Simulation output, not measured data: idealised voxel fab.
Process module under the name voxel transistor to metal
The cross-section shown here is cut; it is 205 nm wide and divided into square cells measuring 5 nm on a side.
We lay out every cross-section as a grid of square cells and spell it out in bands from the top down, where one band means one or more rows of cells. Band entry format. Leading values: height of top, height of bottom, nm. Remainder: materials in left-to-right order, each with its width in nm. Special words: "edge to edge" on a single material, which then fills the band edge to edge; "blank", empty space. Heads up on the height convention: 0 is the point under which the incoming wafer is all one material, and the lowest band has no bottom, it just keeps going down, like "from 0 down". Note: "30->40" means the width goes from the first number (top row of the band) to the second number (bottom row) in equal steps per row of cells. Basically "nothing altered" means that step didn't change any cell in the cross-section. In the "Entrapped void list" entry, you get each enclosed empty space of 8 cells or more, one with no open way to the top, written width x height at distance, distance from the left edge, in nm. Formally, on a step line, whatever follows the settings is a remark that the simulator itself makes on the step. overlay nm: where the mask lay relative to plan, measured to the right, on steps with a mask; negatives go left.

-- Here's what the planned process steps look like
1: RECEIVE: material Si
2: CONFORMAL_DEP: material SiO2, thk nm 5
3: CONFORMAL_DEP: material SiN, thk nm 15
4: DIRECTIONAL_DEP: material aC, thk nm 10
5: PATTERN: tone cover, mask id ACTIVE, material resist, width nm 120, thk nm 30, overlay nm 0
6: DIRECTIONAL_ETCH: etch materials aC, depth nm 10
7: STRIP: etch materials resist
8: DIRECTIONAL_ETCH: etch materials SiN, depth nm 15
9: DIRECTIONAL_ETCH: etch materials SiO2, depth nm 5
10: DIRECTIONAL_ETCH: etch materials Si, depth nm 30
11: STRIP: etch materials aC
12: FILL_DEP: material SiO2, thk nm 5
13: CMP: height nm 20
14: SELECTIVE_ETCH: etch materials SiO2, depth nm 15
15: STRIP: etch materials SiN
16: SELECTIVE_ETCH: etch materials SiO2, depth nm 5
17: OXIDIZE: depth nm 5
18: DIRECTIONAL_DEP: material polySi, thk nm 30
19: DIRECTIONAL_DEP: material SiCN, thk nm 15
20: DIRECTIONAL_DEP: material aC, thk nm 10
21: PATTERN: tone cover, mask id GATE, material resist, width nm 20, thk nm 30, overlay nm 0
22: DIRECTIONAL_ETCH: etch materials aC, depth nm 10
23: STRIP: etch materials resist
24: DIRECTIONAL_ETCH: etch materials SiCN, depth nm 25
25: DIRECTIONAL_ETCH: etch materials polySi, depth nm 40
26: STRIP: etch materials aC
27: CONFORMAL_DEP: material SiN, thk nm 10
28: DIRECTIONAL_ETCH: etch materials SiN, depth nm 10
29: DIRECTIONAL_ETCH: etch materials SiO2, depth nm 5
30: EPI: material nSi, thk nm 5
31: FILL_DEP: material SiO2, thk nm 5
32: CMP: height nm 45
33: DIRECTIONAL_DEP: material SiO2, thk nm 15
34: PATTERN: tone open, mask id CONTACT, material resist, width nm 20, pitch nm 80, thk nm 15, overlay nm 0
35: DIRECTIONAL_ETCH: etch materials SiO2, depth nm 60
36: STRIP: etch materials resist
37: CONFORMAL_DEP: material TiN, thk nm 5
38: FILL_DEP: material W, thk nm 5
39: CMP: height nm 60
40: DIRECTIONAL_DEP: material TiN, thk nm 5
41: DIRECTIONAL_DEP: material Ru, thk nm 15
42: MASKED_ETCH: tone cover, mask id METAL_1, width nm 20, pitch nm 80, etch materials Ru, depth nm 15, overlay nm 0
43: MASKED_ETCH: tone cover, mask id METAL_1, width nm 20, pitch nm 80, etch materials TiN, depth nm 5, overlay nm 0
44: FILL_DEP: material SiO2, thk nm 5
45: CMP: height nm 80
46: CONFORMAL_DEP: material SiCN, thk nm 5
47: DIRECTIONAL_DEP: material lowk, thk nm 25
48: PATTERN: tone open, mask id METAL_2_HOLES, material resist, width nm 15, pitch nm 80, thk nm 20, overlay nm 0
49: DIRECTIONAL_ETCH: etch materials lowk, depth nm 25
50: STRIP: etch materials resist
51: MASKED_ETCH: tone open, mask id METAL_2, width nm 20, pitch nm 80, etch materials lowk, depth nm 15, overlay nm 0
52: MASKED_ETCH: tone open, mask id METAL_2, width nm 20, pitch nm 80, etch materials SiCN, depth nm 5, overlay nm 0
53: CONFORMAL_DEP: material TiN, thk nm 5
54: FILL_DEP: material Cu, thk nm 10
55: CMP: height nm 110
56: CONFORMAL_DEP: material SiN, thk nm 5

-- First out of two wafers; run went to plan

-- Shown in cross-section is the wafer as received, that is, as it stands after step 1
    from 0 down | Si edge to edge
    Entrapped void list: none

-- Upon completion of step 2, the wafer appears in cross-section as shown
    from 5 to 0 | SiO2 edge to edge
    Heights below 0 show no change.

-- Upon completion of step 3, the wafer appears in cross-section as shown
    from 20 to 5 | SiN edge to edge
    Heights below 5 show no change.

-- Upon completion of step 4, the wafer appears in cross-section as shown
    from 30 to 20 | aC edge to edge
    Heights below 20 show no change.

-- Upon completion of step 5, the wafer appears in cross-section as shown
    from 60 to 30 | blank: 40, then resist: 120, then blank: 45
    Heights below 30 show no change.

-- Upon completion of step 6, the wafer appears in cross-section as shown
    from 50 to 30 | blank: 40, then resist: 120, then blank: 45
    from 30 to 20 | blank: 40, then aC: 120, then blank: 45
    Heights below 20 show no change.

-- Upon completion of step 7, the wafer appears in cross-section as shown
    from 30 to 20 | blank: 40, then aC: 120, then blank: 45
    Heights below 20 show no change.

-- Upon completion of step 8, the wafer appears in cross-section as shown
    from 30 to 20 | blank: 40, then aC: 120, then blank: 45
    from 20 to 5 | blank: 40, then SiN: 120, then blank: 45
    Heights below 5 show no change.

-- Upon completion of step 9, the wafer appears in cross-section as shown
    from 30 to 20 | blank: 40, then aC: 120, then blank: 45
    from 20 to 5 | blank: 40, then SiN: 120, then blank: 45
    from 5 to 0 | blank: 40, then SiO2: 120, then blank: 45
    Heights below 0 show no change.

-- Upon completion of step 10, the wafer appears in cross-section as shown
    from 30 to 20 | blank: 40, then aC: 120, then blank: 45
    from 20 to 5 | blank: 40, then SiN: 120, then blank: 45
    from 5 to 0 | blank: 40, then SiO2: 120, then blank: 45
    from 0 to -30 | blank: 40, then Si: 120, then blank: 45
    Heights below -30 show no change.

-- Upon completion of step 11, the wafer appears in cross-section as shown
    from 20 to 5 | blank: 40, then SiN: 120, then blank: 45
    Heights below 5 show no change.

-- Upon completion of step 12, the wafer appears in cross-section as shown
    from 25 to 20 | SiO2 edge to edge
    from 20 to 5 | SiO2: 40, then SiN: 120, then SiO2: 45
    from 5 to 0 | SiO2 edge to edge
    from 0 to -30 | SiO2: 40, then Si: 120, then SiO2: 45
    Heights below -30 show no change.

-- Upon completion of step 13, the wafer appears in cross-section as shown
    from 20 to 5 | SiO2: 40, then SiN: 120, then SiO2: 45
    Heights below 5 show no change.

-- Upon completion of step 14, the wafer appears in cross-section as shown
    from 20 to 5 | blank: 40, then SiN: 120, then blank: 45
    Heights below 5 show no change.

-- Upon completion of step 15, the wafer appears in cross-section as shown
    from 5 to 0 | SiO2 edge to edge
    Heights below 0 show no change.

-- Upon completion of step 16, the wafer appears in cross-section as shown
    from 0 to -30 | SiO2: 40, then Si: 120, then SiO2: 45
    Heights below -30 show no change.

-- Upon completion of step 17, the wafer appears in cross-section as shown
    from 0 to -5 | SiO2 edge to edge
    Heights below -5 show no change.

-- Upon completion of step 18, the wafer appears in cross-section as shown
    from 30 to 0 | polySi edge to edge
    Heights below 0 show no change.

-- Upon completion of step 19, the wafer appears in cross-section as shown
    from 45 to 30 | SiCN edge to edge
    Heights below 30 show no change.

-- Upon completion of step 20, the wafer appears in cross-section as shown
    from 55 to 45 | aC edge to edge
    Heights below 45 show no change.

-- Upon completion of step 21, the wafer appears in cross-section as shown
    from 85 to 55 | blank: 90, then resist: 20, then blank: 95
    Heights below 55 show no change.

-- Upon completion of step 22, the wafer appears in cross-section as shown
    from 75 to 55 | blank: 90, then resist: 20, then blank: 95
    from 55 to 45 | blank: 90, then aC: 20, then blank: 95
    Heights below 45 show no change.

-- Upon completion of step 23, the wafer appears in cross-section as shown
    from 55 to 45 | blank: 90, then aC: 20, then blank: 95
    Heights below 45 show no change.

-- Upon completion of step 24, the wafer appears in cross-section as shown
    from 55 to 45 | blank: 90, then aC: 20, then blank: 95
    from 45 to 30 | blank: 90, then SiCN: 20, then blank: 95
    Heights below 30 show no change.

-- Upon completion of step 25, the wafer appears in cross-section as shown
    from 55 to 45 | blank: 90, then aC: 20, then blank: 95
    from 45 to 30 | blank: 90, then SiCN: 20, then blank: 95
    from 30 to 0 | blank: 90, then polySi: 20, then blank: 95
    Heights below 0 show no change.

-- Upon completion of step 26, the wafer appears in cross-section as shown
    from 45 to 30 | blank: 90, then SiCN: 20, then blank: 95
    Heights below 30 show no change.

-- Upon completion of step 27, the wafer appears in cross-section as shown
    from 55 to 45 | blank: 80, then SiN: 40, then blank: 85
    from 45 to 30 | blank: 80, then SiN: 10, then SiCN: 20, then SiN: 10, then blank: 85
    from 30 to 10 | blank: 80, then SiN: 10, then polySi: 20, then SiN: 10, then blank: 85
    from 10 to 0 | SiN: 90, then polySi: 20, then SiN: 95
    Heights below 0 show no change.

-- Upon completion of step 28, the wafer appears in cross-section as shown
    from 45 to 30 | blank: 80, then SiN: 10, then SiCN: 20, then SiN: 10, then blank: 85
    from 30 to 0 | blank: 80, then SiN: 10, then polySi: 20, then SiN: 10, then blank: 85
    Heights below 0 show no change.

-- Upon completion of step 29, the wafer appears in cross-section as shown
    from 45 to 30 | blank: 80, then SiN: 10, then SiCN: 20, then SiN: 10, then blank: 85
    from 30 to 0 | blank: 80, then SiN: 10, then polySi: 20, then SiN: 10, then blank: 85
    from 0 to -5 | blank: 80, then SiO2: 40, then blank: 85
    Heights below -5 show no change.

-- Upon completion of step 30, the wafer appears in cross-section as shown
    from 45 to 30 | blank: 80, then SiN: 10, then SiCN: 20, then SiN: 10, then blank: 85
    from 30 to 0 | blank: 80, then SiN: 10, then polySi: 20, then SiN: 10, then blank: 85
    from 0 to -5 | blank: 35, then nSi: 45, then SiO2: 40, then nSi: 45, then blank: 40
    Heights below -5 show no change.

-- Upon completion of step 31, the wafer appears in cross-section as shown
    from 50 to 45 | SiO2 edge to edge
    from 45 to 30 | SiO2: 80, then SiN: 10, then SiCN: 20, then SiN: 10, then SiO2: 85
    from 30 to 0 | SiO2: 80, then SiN: 10, then polySi: 20, then SiN: 10, then SiO2: 85
    from 0 to -5 | SiO2: 35, then nSi: 45, then SiO2: 40, then nSi: 45, then SiO2: 40
    Heights below -5 show no change.

-- Upon completion of step 32, the wafer appears in cross-section as shown
    from 45 to 30 | SiO2: 80, then SiN: 10, then SiCN: 20, then SiN: 10, then SiO2: 85
    Heights below 30 show no change.

-- Upon completion of step 33, the wafer appears in cross-section as shown
    from 60 to 45 | SiO2 edge to edge
    Heights below 45 show no change.

-- Upon completion of step 34, the wafer appears in cross-section as shown
    from 75 to 60 | resist: 50, then blank: 20, then resist: 60, then blank: 20, then resist: 55
    Heights below 60 show no change.

-- Upon completion of step 35, the wafer appears in cross-section as shown
    from 75 to 60 | resist: 50, then blank: 20, then resist: 60, then blank: 20, then resist: 55
    from 60 to 45 | SiO2: 50, then blank: 20, then SiO2: 60, then blank: 20, then SiO2: 55
    from 45 to 30 | SiO2: 50, then blank: 20, then SiO2: 10, then SiN: 10, then SiCN: 20, then SiN: 10, then SiO2: 10, then blank: 20, then SiO2: 55
    from 30 to 0 | SiO2: 50, then blank: 20, then SiO2: 10, then SiN: 10, then polySi: 20, then SiN: 10, then SiO2: 10, then blank: 20, then SiO2: 55
    Heights below 0 show no change.

-- Upon completion of step 36, the wafer appears in cross-section as shown
    from 60 to 45 | SiO2: 50, then blank: 20, then SiO2: 60, then blank: 20, then SiO2: 55
    Heights below 45 show no change.

-- Upon completion of step 37, the wafer appears in cross-section as shown
    from 65 to 60 | TiN: 55, then blank: 10, then TiN: 70, then blank: 10, then TiN: 60
    from 60 to 45 | SiO2: 50, then TiN: 5, then blank: 10, then TiN: 5, then SiO2: 60, then TiN: 5, then blank: 10, then TiN: 5, then SiO2: 55
    from 45 to 30 | SiO2: 50, then TiN: 5, then blank: 10, then TiN: 5, then SiO2: 10, then SiN: 10, then SiCN: 20, then SiN: 10, then SiO2: 10, then TiN: 5, then blank: 10, then TiN: 5, then SiO2: 55
    from 30 to 5 | SiO2: 50, then TiN: 5, then blank: 10, then TiN: 5, then SiO2: 10, then SiN: 10, then polySi: 20, then SiN: 10, then SiO2: 10, then TiN: 5, then blank: 10, then TiN: 5, then SiO2: 55
    from 5 to 0 | SiO2: 50, then TiN: 20, then SiO2: 10, then SiN: 10, then polySi: 20, then SiN: 10, then SiO2: 10, then TiN: 20, then SiO2: 55
    Heights below 0 show no change.

-- Upon completion of step 38, the wafer appears in cross-section as shown
    from 70 to 65 | W edge to edge
    from 65 to 60 | TiN: 55, then W: 10, then TiN: 70, then W: 10, then TiN: 60
    from 60 to 45 | SiO2: 50, then TiN: 5, then W: 10, then TiN: 5, then SiO2: 60, then TiN: 5, then W: 10, then TiN: 5, then SiO2: 55
    from 45 to 30 | SiO2: 50, then TiN: 5, then W: 10, then TiN: 5, then SiO2: 10, then SiN: 10, then SiCN: 20, then SiN: 10, then SiO2: 10, then TiN: 5, then W: 10, then TiN: 5, then SiO2: 55
    from 30 to 5 | SiO2: 50, then TiN: 5, then W: 10, then TiN: 5, then SiO2: 10, then SiN: 10, then polySi: 20, then SiN: 10, then SiO2: 10, then TiN: 5, then W: 10, then TiN: 5, then SiO2: 55
    Heights below 5 show no change.

-- Upon completion of step 39, the wafer appears in cross-section as shown
    from 60 to 45 | SiO2: 50, then TiN: 5, then W: 10, then TiN: 5, then SiO2: 60, then TiN: 5, then W: 10, then TiN: 5, then SiO2: 55
    Heights below 45 show no change.

-- Upon completion of step 40, the wafer appears in cross-section as shown
    from 65 to 60 | TiN edge to edge
    Heights below 60 show no change.

-- Upon completion of step 41, the wafer appears in cross-section as shown
    from 80 to 65 | Ru edge to edge
    Heights below 65 show no change.

-- Upon completion of step 42, the wafer appears in cross-section as shown
    from 80 to 65 | blank: 50, then Ru: 20, then blank: 60, then Ru: 20, then blank: 55
    Heights below 65 show no change.

-- Upon completion of step 43, the wafer appears in cross-section as shown
    from 80 to 65 | blank: 50, then Ru: 20, then blank: 60, then Ru: 20, then blank: 55
    from 65 to 60 | blank: 50, then TiN: 20, then blank: 60, then TiN: 20, then blank: 55
    Heights below 60 show no change.

-- Upon completion of step 44, the wafer appears in cross-section as shown
    from 85 to 80 | SiO2 edge to edge
    from 80 to 65 | SiO2: 50, then Ru: 20, then SiO2: 60, then Ru: 20, then SiO2: 55
    from 65 to 60 | SiO2: 50, then TiN: 20, then SiO2: 60, then TiN: 20, then SiO2: 55
    Heights below 60 show no change.

-- Upon completion of step 45, the wafer appears in cross-section as shown
    from 80 to 65 | SiO2: 50, then Ru: 20, then SiO2: 60, then Ru: 20, then SiO2: 55
    Heights below 65 show no change.

-- Upon completion of step 46, the wafer appears in cross-section as shown
    from 85 to 80 | SiCN edge to edge
    Heights below 80 show no change.

-- Upon completion of step 47, the wafer appears in cross-section as shown
    from 110 to 85 | lowk edge to edge
    Heights below 85 show no change.

-- Upon completion of step 48, the wafer appears in cross-section as shown
    from 130 to 110 | resist: 50, then blank: 15, then resist: 65, then blank: 15, then resist: 60
    Heights below 110 show no change.

-- Upon completion of step 49, the wafer appears in cross-section as shown
    from 130 to 110 | resist: 50, then blank: 15, then resist: 65, then blank: 15, then resist: 60
    from 110 to 85 | lowk: 50, then blank: 15, then lowk: 65, then blank: 15, then lowk: 60
    Heights below 85 show no change.

-- Upon completion of step 50, the wafer appears in cross-section as shown
    from 110 to 85 | lowk: 50, then blank: 15, then lowk: 65, then blank: 15, then lowk: 60
    Heights below 85 show no change.

-- Upon completion of step 51, the wafer appears in cross-section as shown
    from 110 to 95 | lowk: 50, then blank: 20, then lowk: 60, then blank: 20, then lowk: 55
    Heights below 95 show no change.

-- Upon completion of step 52, the wafer appears in cross-section as shown
    from 110 to 95 | lowk: 50, then blank: 20, then lowk: 60, then blank: 20, then lowk: 55
    from 95 to 85 | lowk: 50, then blank: 15, then lowk: 65, then blank: 15, then lowk: 60
    from 85 to 80 | SiCN: 50, then blank: 15, then SiCN: 65, then blank: 15, then SiCN: 60
    Heights below 80 show no change.

-- Upon completion of step 53, the wafer appears in cross-section as shown
    from 115 to 110 | TiN: 55, then blank: 10, then TiN: 70, then blank: 10, then TiN: 60
    from 110 to 100 | lowk: 50, then TiN: 5, then blank: 10, then TiN: 5, then lowk: 60, then TiN: 5, then blank: 10, then TiN: 5, then lowk: 55
    from 100 to 95 | lowk: 50, then TiN: 5, then blank: 5, then TiN: 10, then lowk: 60, then TiN: 5, then blank: 5, then TiN: 10, then lowk: 55
    from 95 to 85 | lowk: 50, then TiN: 5, then blank: 5, then TiN: 5, then lowk: 65, then TiN: 5, then blank: 5, then TiN: 5, then lowk: 60
    from 85 to 80 | SiCN: 50, then TiN: 15, then SiCN: 65, then TiN: 15, then SiCN: 60
    Heights below 80 show no change.

-- Upon completion of step 54, the wafer appears in cross-section as shown
    from 125 to 115 | Cu edge to edge
    from 115 to 110 | TiN: 55, then Cu: 10, then TiN: 70, then Cu: 10, then TiN: 60
    from 110 to 100 | lowk: 50, then TiN: 5, then Cu: 10, then TiN: 5, then lowk: 60, then TiN: 5, then Cu: 10, then TiN: 5, then lowk: 55
    from 100 to 95 | lowk: 50, then TiN: 5, then Cu: 5, then TiN: 10, then lowk: 60, then TiN: 5, then Cu: 5, then TiN: 10, then lowk: 55
    from 95 to 85 | lowk: 50, then TiN: 5, then Cu: 5, then TiN: 5, then lowk: 65, then TiN: 5, then Cu: 5, then TiN: 5, then lowk: 60
    Heights below 85 show no change.

-- Upon completion of step 55, the wafer appears in cross-section as shown
    from 110 to 100 | lowk: 50, then TiN: 5, then Cu: 10, then TiN: 5, then lowk: 60, then TiN: 5, then Cu: 10, then TiN: 5, then lowk: 55
    Heights below 100 show no change.

-- Upon completion of step 56, the wafer appears in cross-section as shown
    from 115 to 110 | SiN edge to edge
    Heights below 110 show no change.

-- Wafer two of two - same starting point, same process plan, one mistake in execution; matches wafer one up to and including step 47

-- Cross-sectional representation of the second wafer at the time designated in the plan for the completion of step 48
    from 130 to 110 | resist: 40, then blank: 15, then resist: 65, then blank: 15, then resist: 70
    Heights below 110 show no change.

-- Cross-sectional representation of the second wafer at the time designated in the plan for the completion of step 49
    from 130 to 110 | resist: 40, then blank: 15, then resist: 65, then blank: 15, then resist: 70
    from 110 to 85 | lowk: 40, then blank: 15, then lowk: 65, then blank: 15, then lowk: 70
    Heights below 85 show no change.

-- Cross-sectional representation of the second wafer at the time designated in the plan for the completion of step 50
    from 110 to 85 | lowk: 40, then blank: 15, then lowk: 65, then blank: 15, then lowk: 70
    Heights below 85 show no change.

-- Cross-sectional representation of the second wafer at the time designated in the plan for the completion of step 51
    from 110 to 95 | lowk: 40, then blank: 30, then lowk: 50, then blank: 30, then lowk: 55
    Heights below 95 show no change.

-- Cross-sectional representation of the second wafer at the time designated in the plan for the completion of step 52
    from 110 to 95 | lowk: 40, then blank: 30, then lowk: 50, then blank: 30, then lowk: 55
    from 95 to 85 | lowk: 40, then blank: 15, then lowk: 65, then blank: 15, then lowk: 70
    from 85 to 80 | SiCN: 50, then blank: 5, then SiCN: 75, then blank: 5, then SiCN: 70
    Heights below 80 show no change.

-- Cross-sectional representation of the second wafer at the time designated in the plan for the completion of step 53
    from 115 to 110 | TiN: 45, then blank: 20, then TiN: 60, then blank: 20, then TiN: 60
    from 110 to 100 | lowk: 40, then TiN: 5, then blank: 20, then TiN: 5, then lowk: 50, then TiN: 5, then blank: 20, then TiN: 5, then lowk: 55
    from 100 to 90 | lowk: 40, then TiN: 5, then blank: 5, then TiN: 20->5, then lowk: 50->65, then TiN: 5, then blank: 5, then TiN: 20->5, then lowk: 55->70
    from 90 to 85 | lowk: 40, then TiN: 15, then lowk: 65, then TiN: 15, then lowk: 70
    from 85 to 80 | SiCN: 50, then TiN: 5, then SiCN: 75, then TiN: 5, then SiCN: 70
    Heights below 80 show no change.

-- Cross-sectional representation of the second wafer at the time designated in the plan for the completion of step 54
    from 125 to 115 | Cu edge to edge
    from 115 to 110 | TiN: 45, then Cu: 20, then TiN: 60, then Cu: 20, then TiN: 60
    from 110 to 100 | lowk: 40, then TiN: 5, then Cu: 20, then TiN: 5, then lowk: 50, then TiN: 5, then Cu: 20, then TiN: 5, then lowk: 55
    from 100 to 90 | lowk: 40, then TiN: 5, then Cu: 5, then TiN: 20->5, then lowk: 50->65, then TiN: 5, then Cu: 5, then TiN: 20->5, then lowk: 55->70
    Heights below 90 show no change.

-- Cross-sectional representation of the second wafer at the time designated in the plan for the completion of step 55
    from 110 to 100 | lowk: 40, then TiN: 5, then Cu: 20, then TiN: 5, then lowk: 50, then TiN: 5, then Cu: 20, then TiN: 5, then lowk: 55
    Heights below 100 show no change.

-- Cross-sectional representation of the second wafer at the time designated in the plan for the completion of step 56
    from 115 to 110 | SiN edge to edge
    Heights below 110 show no change.
Plan not followed: step 48: run off-plan, actual operation and settings PATTERN: tone open, mask id METAL_2_HOLES, material resist, width nm 15, pitch nm 80, thk nm 20, overlay nm -10
Materials where the second wafer ends with more or fewer cells than the first: Cu +6, SiCN +4, TiN +2, lowk -12
